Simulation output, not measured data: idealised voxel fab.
The following process module bears the name voxel self aligned vias.
In the cross-section labelled cut, the width is 295 nm and each square cell is 5 nm.
This document writes a cross-section as a grid whose cells are square, and gives it as bands, listed from the top down; one or more rows of cells form a band.
Per band: top height and bottom height in nm, followed by the left-to-right materials and their widths in nm; "throughout" marks a single material spanning edge to edge, "empty" marks empty space.
Height datum 0, below which the as-received substrate wafer is one material. Lowest band open at the bottom, running downward: "from 0 down".
Note: "30->40" means the width goes from the first number (top row of the band) to the second number (bottom row) in equal steps per row of cells.
It should be understood that the words "nothing was modified", when stated for a given step, signify that the cross-section underwent no change in any of its cells during that step.
The list in "Internal closed voids" covers empty spaces of 8 cells or more that cannot reach the top through any open way, and it gives each as width x height at distance; the distance is from the left edge, and width, height and distance are in nm.
That trailing text on a step's line, after the settings, is the simulator's own remark on the step.
The optional step-line setting "overlay nm" applies to steps with a mask and quantifies how far to the right of its planned location the mask lay, a negative value indicating leftward placement.
-- Steps planned for the process
1,RECEIVE,material Si
2,CONFORMAL_DEP,material SiO2,thk nm 15
3,CONFORMAL_DEP,material SiCN,thk nm 5
4,DIRECTIONAL_DEP,material lowk,thk nm 25
5,DIRECTIONAL_DEP,material aC,thk nm 15
6,PATTERN,tone open,mask id LINES,material resist,width nm 25,pitch nm 60,thk nm 30,overlay nm 0
7,DIRECTIONAL_ETCH,etch materials aC,depth nm 15
8,STRIP,etch materials resist
9,DIRECTIONAL_ETCH,etch materials lowk,depth nm 25
10,STRIP,etch materials aC
11,CONFORMAL_DEP,material TiN,thk nm 5
12,FILL_DEP,material Ru,thk nm 10
13,CMP,height nm 45
14,SELECTIVE_ETCH,etch materials W Ru TiN,depth nm 5
15,FILL_DEP,material SiN,thk nm 5
16,CMP,height nm 45
17,DIRECTIONAL_DEP,material lowk,thk nm 15
18,PATTERN,tone open,mask id VIAS,material resist,width nm 45,pitch nm 60,thk nm 15,overlay nm 0
19,DIRECTIONAL_ETCH,etch materials lowk,depth nm 15
20,DIRECTIONAL_ETCH,etch materials SiN,depth nm 5
21,STRIP,etch materials resist
22,CONFORMAL_DEP,material TiN,thk nm 5
23,FILL_DEP,material Ru,thk nm 10
24,CMP,height nm 60
25,CONFORMAL_DEP,material SiN,thk nm 5
-- Cross-section, incoming material, after step 1
from 0 down | Si throughout
Internal closed voids: none
-- First of two wafers at the end of the module, shown in cross-section; run carried out as planned
from 65 to 60 | SiN throughout
from 60 to 50 | 65 nm lowk, 5 nm TiN, 35 nm Ru, 5 nm TiN, 15 nm lowk, 5 nm TiN, 35 nm Ru, 5 nm TiN, 15 nm lowk, 5 nm TiN, 35 nm Ru, 5 nm TiN, 65 nm lowk
from 50 to 45 | 65 nm lowk, 15 nm TiN, 15 nm Ru, 15 nm TiN, 15 nm lowk, 15 nm TiN, 15 nm Ru, 15 nm TiN, 15 nm lowk, 15 nm TiN, 15 nm Ru, 15 nm TiN, 65 nm lowk
from 45 to 40 | 75 nm lowk, 25 nm TiN, 35 nm lowk, 25 nm TiN, 35 nm lowk, 25 nm TiN, 75 nm lowk
from 40 to 25 | 75 nm lowk, 5 nm TiN, 15 nm Ru, 5 nm TiN, 35 nm lowk, 5 nm TiN, 15 nm Ru, 5 nm TiN, 35 nm lowk, 5 nm TiN, 15 nm Ru, 5 nm TiN, 75 nm lowk
from 25 to 20 | 75 nm lowk, 25 nm TiN, 35 nm lowk, 25 nm TiN, 35 nm lowk, 25 nm TiN, 75 nm lowk
from 20 to 15 | SiCN throughout
from 15 to 0 | SiO2 throughout
from 0 down | Si throughout
Internal closed voids: none
-- Second wafer of the two, sectioned at the end of the module. It began like the first and followed the same plan, but one mistake was made while running it
from 65 to 60 | SiN throughout
from 60 to 50 | 65 nm lowk, 5 nm TiN, 35 nm Ru, 5 nm TiN, 15 nm lowk, 5 nm TiN, 35 nm Ru, 5 nm TiN, 15 nm lowk, 5 nm TiN, 35 nm Ru, 5 nm TiN, 65 nm lowk
from 50 to 45 | 65 nm lowk, 10 nm TiN, 15 nm Ru, 20 nm TiN, 15 nm lowk, 10 nm TiN, 15 nm Ru, 20 nm TiN, 15 nm lowk, 10 nm TiN, 15 nm Ru, 20 nm TiN, 65 nm lowk
from 45 to 40 | 70 nm lowk, 25 nm TiN, 35 nm lowk, 25 nm TiN, 35 nm lowk, 25 nm TiN, 80 nm lowk
from 40 to 25 | 70 nm lowk, 5 nm TiN, 15 nm Ru, 5 nm TiN, 35 nm lowk, 5 nm TiN, 15 nm Ru, 5 nm TiN, 35 nm lowk, 5 nm TiN, 15 nm Ru, 5 nm TiN, 80 nm lowk
from 25 to 20 | 70 nm lowk, 25 nm TiN, 35 nm lowk, 25 nm TiN, 35 nm lowk, 25 nm TiN, 80 nm lowk
from 20 to 15 | SiCN throughout
from 15 to 0 | SiO2 throughout
from 0 down | Si throughout
Internal closed voids: none
The mistake made against the process plan was this: rather than as planned, step 6 actually ran as PATTERN,tone open,mask id LINES,material resist,width nm 25,pitch nm 60,thk nm 30,overlay nm -5
At the close, every material occupies the same number of cells on the second wafer as on the first, only in different positions.
